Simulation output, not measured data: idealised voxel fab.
The process module presented herein is designated voxel self aligned vias.
FYI the section here is cut, 190 nm wide, cells are 5 nm squares.
How to read a cross-section here: the picture is a grid of square cells, written as bands going from the top down, and any band can span one or more rows of cells.
The entry gives the band's vertical extent as a top height and a bottom height in nm, then its horizontal make-up as materials from left to right, each with a width in nm. "air" stands for empty space; a single material marked "full width" fills the band edge to edge.
Note: height 0 marks the level under which the wafer is uniformly one material as received. Lowest band unbounded below, written "z 0 and below".
Note: "30 to 40" means the width goes from the first number (top row of the band) to the second number (bottom row) in equal steps per row of cells.
You'll sometimes find "no alteration" written for a step, and that's the way of saying that nowhere in the cross-section did a cell change during that step.
Reported under the label "Sealed cavities" are the empty spaces having no open way to the top and comprising 8 cells or more; the notation for each is width x height at distance, in which the distance is measured from the left edge and all three values are in nm.
Step line, after settings: the simulator's comment on this step.
You can add "overlay nm" to a step's line. For a step with a mask, it describes how far the mask lay to the right of its planned position, and a negative number describes a lay to the left.

## Steps planned for the process
1. op RECEIVE | material Si
2. op CONFORMAL_DEP | material SiO2 | thk nm 10
3. op CONFORMAL_DEP | material SiCN | thk nm 5
4. op DIRECTIONAL_DEP | material lowk | thk nm 30
5. op DIRECTIONAL_DEP | material aC | thk nm 10
6. op PATTERN | tone open | mask id LINES | material resist | width nm 30 | pitch nm 80 | thk nm 25 | overlay nm 0
7. op DIRECTIONAL_ETCH | etch materials aC | depth nm 10
8. op STRIP | etch materials resist
9. op DIRECTIONAL_ETCH | etch materials lowk | depth nm 30
10. op STRIP | etch materials aC
11. op CONFORMAL_DEP | material TiN | thk nm 5
12. op FILL_DEP | material Ru | thk nm 5
13. op CMP | height nm 45
14. op SELECTIVE_ETCH | etch materials W Ru TiN | depth nm 10
15. op FILL_DEP | material SiN | thk nm 5
16. op CMP | height nm 45
17. op DIRECTIONAL_DEP | material lowk | thk nm 20
18. op DIRECTIONAL_DEP | material aC | thk nm 10
19. op PATTERN | tone open | mask id VIAS | material resist | width nm 50 | pitch nm 80 | thk nm 25 | overlay nm 0
20. op DIRECTIONAL_ETCH | etch materials aC | depth nm 10
21. op STRIP | etch materials resist
22. op DIRECTIONAL_ETCH | etch materials lowk | depth nm 20
23. op DIRECTIONAL_ETCH | etch materials SiN | depth nm 10
24. op STRIP | etch materials aC
25. op CONFORMAL_DEP | material TiN | thk nm 5
26. op FILL_DEP | material W | thk nm 5
27. op CMP | height nm 65
28. op CONFORMAL_DEP | material SiCN | thk nm 5

## First of two wafers, processed according to plan

## as received, after step 1
> z 0 and below = Si full width
> Sealed cavities: none

## Wafer xsec, post step 2
> z 10 to 0 = SiO2 full width
> Whatever lies below 0 is exactly as it was before.

## Wafer xsec, post step 3
> z 15 to 10 = SiCN full width
> Whatever lies below 10 is exactly as it was before.

## Wafer xsec, post step 4
> z 45 to 15 = lowk full width
> Whatever lies below 15 is exactly as it was before.

## Wafer xsec, post step 5
> z 55 to 45 = aC full width
> Whatever lies below 45 is exactly as it was before.

## Wafer xsec, post step 6
> z 80 to 55 = resist 40 | air 30 | resist 50 | air 30 | resist 40
> Whatever lies below 55 is exactly as it was before.

## Wafer xsec, post step 7
> z 70 to 55 = resist 40 | air 30 | resist 50 | air 30 | resist 40
> z 55 to 45 = aC 40 | air 30 | aC 50 | air 30 | aC 40
> Whatever lies below 45 is exactly as it was before.

## Wafer xsec, post step 8
> z 55 to 45 = aC 40 | air 30 | aC 50 | air 30 | aC 40
> Whatever lies below 45 is exactly as it was before.

## Wafer xsec, post step 9
> z 55 to 45 = aC 40 | air 30 | aC 50 | air 30 | aC 40
> z 45 to 15 = lowk 40 | air 30 | lowk 50 | air 30 | lowk 40
> Whatever lies below 15 is exactly as it was before.

## Wafer xsec, post step 10
> z 45 to 15 = lowk 40 | air 30 | lowk 50 | air 30 | lowk 40
> Whatever lies below 15 is exactly as it was before.

## Wafer xsec, post step 11
> z 50 to 45 = TiN 45 | air 20 | TiN 60 | air 20 | TiN 45
> z 45 to 20 = lowk 40 | TiN 5 | air 20 | TiN 5 | lowk 50 | TiN 5 | air 20 | TiN 5 | lowk 40
> z 20 to 15 = lowk 40 | TiN 30 | lowk 50 | TiN 30 | lowk 40
> Whatever lies below 15 is exactly as it was before.

## Wafer xsec, post step 12
> z 55 to 50 = Ru full width
> z 50 to 45 = TiN 45 | Ru 20 | TiN 60 | Ru 20 | TiN 45
> z 45 to 20 = lowk 40 | TiN 5 | Ru 20 | TiN 5 | lowk 50 | TiN 5 | Ru 20 | TiN 5 | lowk 40
> Whatever lies below 20 is exactly as it was before.

## Wafer xsec, post step 13
> z 45 to 20 = lowk 40 | TiN 5 | Ru 20 | TiN 5 | lowk 50 | TiN 5 | Ru 20 | TiN 5 | lowk 40
> Whatever lies below 20 is exactly as it was before.

## Wafer xsec, post step 14
> z 45 to 35 = lowk 40 | air 30 | lowk 50 | air 30 | lowk 40
> Whatever lies below 35 is exactly as it was before.

## Wafer xsec, post step 15
> z 50 to 45 = SiN full width
> z 45 to 35 = lowk 40 | SiN 30 | lowk 50 | SiN 30 | lowk 40
> Whatever lies below 35 is exactly as it was before.

## Wafer xsec, post step 16
> z 45 to 35 = lowk 40 | SiN 30 | lowk 50 | SiN 30 | lowk 40
> Whatever lies below 35 is exactly as it was before.

## Wafer xsec, post step 17
> z 65 to 45 = lowk full width
> Whatever lies below 45 is exactly as it was before.

## Wafer xsec, post step 18
> z 75 to 65 = aC full width
> Whatever lies below 65 is exactly as it was before.

## Wafer xsec, post step 19
> z 100 to 75 = resist 30 | air 50 | resist 30 | air 50 | resist 30
> Whatever lies below 75 is exactly as it was before.

## Wafer xsec, post step 20
> z 90 to 75 = resist 30 | air 50 | resist 30 | air 50 | resist 30
> z 75 to 65 = aC 30 | air 50 | aC 30 | air 50 | aC 30
> Whatever lies below 65 is exactly as it was before.

## Wafer xsec, post step 21
> z 75 to 65 = aC 30 | air 50 | aC 30 | air 50 | aC 30
> Whatever lies below 65 is exactly as it was before.

## Wafer xsec, post step 22
> z 75 to 65 = aC 30 | air 50 | aC 30 | air 50 | aC 30
> z 65 to 45 = lowk 30 | air 50 | lowk 30 | air 50 | lowk 30
> Whatever lies below 45 is exactly as it was before.

## Wafer xsec, post step 23
> z 75 to 65 = aC 30 | air 50 | aC 30 | air 50 | aC 30
> z 65 to 45 = lowk 30 | air 50 | lowk 30 | air 50 | lowk 30
> z 45 to 35 = lowk 40 | air 30 | lowk 50 | air 30 | lowk 40
> Whatever lies below 35 is exactly as it was before.

## Wafer xsec, post step 24
> z 65 to 45 = lowk 30 | air 50 | lowk 30 | air 50 | lowk 30
> Whatever lies below 45 is exactly as it was before.

## Wafer xsec, post step 25
> z 70 to 65 = TiN 35 | air 40 | TiN 40 | air 40 | TiN 35
> z 65 to 50 = lowk 30 | TiN 5 | air 40 | TiN 5 | lowk 30 | TiN 5 | air 40 | TiN 5 | lowk 30
> z 50 to 40 = lowk 30 to 40 | TiN 15 to 5 | air 20 | TiN 15 to 5 | lowk 30 to 50 | TiN 15 to 5 | air 20 | TiN 15 to 5 | lowk 30 to 40
> z 40 to 35 = lowk 40 | TiN 30 | lowk 50 | TiN 30 | lowk 40
> Whatever lies below 35 is exactly as it was before.

## Wafer xsec, post step 26
> z 75 to 70 = W full width
> z 70 to 65 = TiN 35 | W 40 | TiN 40 | W 40 | TiN 35
> z 65 to 50 = lowk 30 | TiN 5 | W 40 | TiN 5 | lowk 30 | TiN 5 | W 40 | TiN 5 | lowk 30
> z 50 to 40 = lowk 30 to 40 | TiN 15 to 5 | W 20 | TiN 15 to 5 | lowk 30 to 50 | TiN 15 to 5 | W 20 | TiN 15 to 5 | lowk 30 to 40
> Whatever lies below 40 is exactly as it was before.

## Wafer xsec, post step 27
> z 65 to 50 = lowk 30 | TiN 5 | W 40 | TiN 5 | lowk 30 | TiN 5 | W 40 | TiN 5 | lowk 30
> Whatever lies below 50 is exactly as it was before.

## Wafer xsec, post step 28
> z 70 to 65 = SiCN full width
> Whatever lies below 65 is exactly as it was before.

## Wafer two of two - same starting point, same process plan, one mistake in execution; matches wafer one up to and including step 13

## Second wafer shown in cross-section at the time step 14 was slated to end
> z 45 to 35 = lowk 40 | TiN 5 | air 20 | TiN 5 | lowk 50 | TiN 5 | air 20 | TiN 5 | lowk 40
> Whatever lies below 35 is exactly as it was before.

## Second wafer shown in cross-section at the time step 15 was slated to end
> z 50 to 45 = SiN full width
> z 45 to 35 = lowk 40 | TiN 5 | SiN 20 | TiN 5 | lowk 50 | TiN 5 | SiN 20 | TiN 5 | lowk 40
> Whatever lies below 35 is exactly as it was before.

## Second wafer shown in cross-section at the time step 16 was slated to end
> z 45 to 35 = lowk 40 | TiN 5 | SiN 20 | TiN 5 | lowk 50 | TiN 5 | SiN 20 | TiN 5 | lowk 40
> Whatever lies below 35 is exactly as it was before.

## Second wafer shown in cross-section at the time step 17 was slated to end
> z 65 to 45 = lowk full width
> Whatever lies below 45 is exactly as it was before.

## Second wafer shown in cross-section at the time step 18 was slated to end
> z 75 to 65 = aC full width
> Whatever lies below 65 is exactly as it was before.

## Second wafer shown in cross-section at the time step 19 was slated to end
> z 100 to 75 = resist 30 | air 50 | resist 30 | air 50 | resist 30
> Whatever lies below 75 is exactly as it was before.

## Second wafer shown in cross-section at the time step 20 was slated to end
> z 90 to 75 = resist 30 | air 50 | resist 30 | air 50 | resist 30
> z 75 to 65 = aC 30 | air 50 | aC 30 | air 50 | aC 30
> Whatever lies below 65 is exactly as it was before.

## Second wafer shown in cross-section at the time step 21 was slated to end
> z 75 to 65 = aC 30 | air 50 | aC 30 | air 50 | aC 30
> Whatever lies below 65 is exactly as it was before.

## Second wafer shown in cross-section at the time step 22 was slated to end
> z 75 to 65 = aC 30 | air 50 | aC 30 | air 50 | aC 30
> z 65 to 45 = lowk 30 | air 50 | lowk 30 | air 50 | lowk 30
> Whatever lies below 45 is exactly as it was before.

## Second wafer shown in cross-section at the time step 23 was slated to end
> z 75 to 65 = aC 30 | air 50 | aC 30 | air 50 | aC 30
> z 65 to 45 = lowk 30 | air 50 | lowk 30 | air 50 | lowk 30
> z 45 to 35 = lowk 40 | TiN 5 | air 20 | TiN 5 | lowk 50 | TiN 5 | air 20 | TiN 5 | lowk 40
> Whatever lies below 35 is exactly as it was before.

## Second wafer shown in cross-section at the time step 24 was slated to end
> z 65 to 45 = lowk 30 | air 50 | lowk 30 | air 50 | lowk 30
> Whatever lies below 45 is exactly as it was before.

## Second wafer shown in cross-section at the time step 25 was slated to end
> z 70 to 65 = TiN 35 | air 40 | TiN 40 | air 40 | TiN 35
> z 65 to 50 = lowk 30 | TiN 5 | air 40 | TiN 5 | lowk 30 | TiN 5 | air 40 | TiN 5 | lowk 30
> z 50 to 40 = lowk 30 to 40 | TiN 20 to 10 | air 10 | TiN 20 to 10 | lowk 30 to 50 | TiN 20 to 10 | air 10 | TiN 20 to 10 | lowk 30 to 40
> z 40 to 35 = lowk 40 | TiN 30 | lowk 50 | TiN 30 | lowk 40
> Whatever lies below 35 is exactly as it was before.

## Second wafer shown in cross-section at the time step 26 was slated to end
> z 75 to 70 = W full width
> z 70 to 65 = TiN 35 | W 40 | TiN 40 | W 40 | TiN 35
> z 65 to 50 = lowk 30 | TiN 5 | W 40 | TiN 5 | lowk 30 | TiN 5 | W 40 | TiN 5 | lowk 30
> z 50 to 40 = lowk 30 to 40 | TiN 20 to 10 | W 10 | TiN 20 to 10 | lowk 30 to 50 | TiN 20 to 10 | W 10 | TiN 20 to 10 | lowk 30 to 40
> Whatever lies below 40 is exactly as it was before.

## Second wafer shown in cross-section at the time step 27 was slated to end
> z 65 to 50 = lowk 30 | TiN 5 | W 40 | TiN 5 | lowk 30 | TiN 5 | W 40 | TiN 5 | lowk 30
> Whatever lies below 50 is exactly as it was before.

## Second wafer shown in cross-section at the time step 28 was slated to end
> z 70 to 65 = SiCN full width
> Whatever lies below 65 is exactly as it was before.
Misprocessing identified: off-plan run, step 14, actual operation and settings op SELECTIVE_ETCH | etch materials Ru | depth nm 10
Final difference in cells, second wafer against first, listed per material as more or fewer: 8 more of TiN; 8 fewer of W
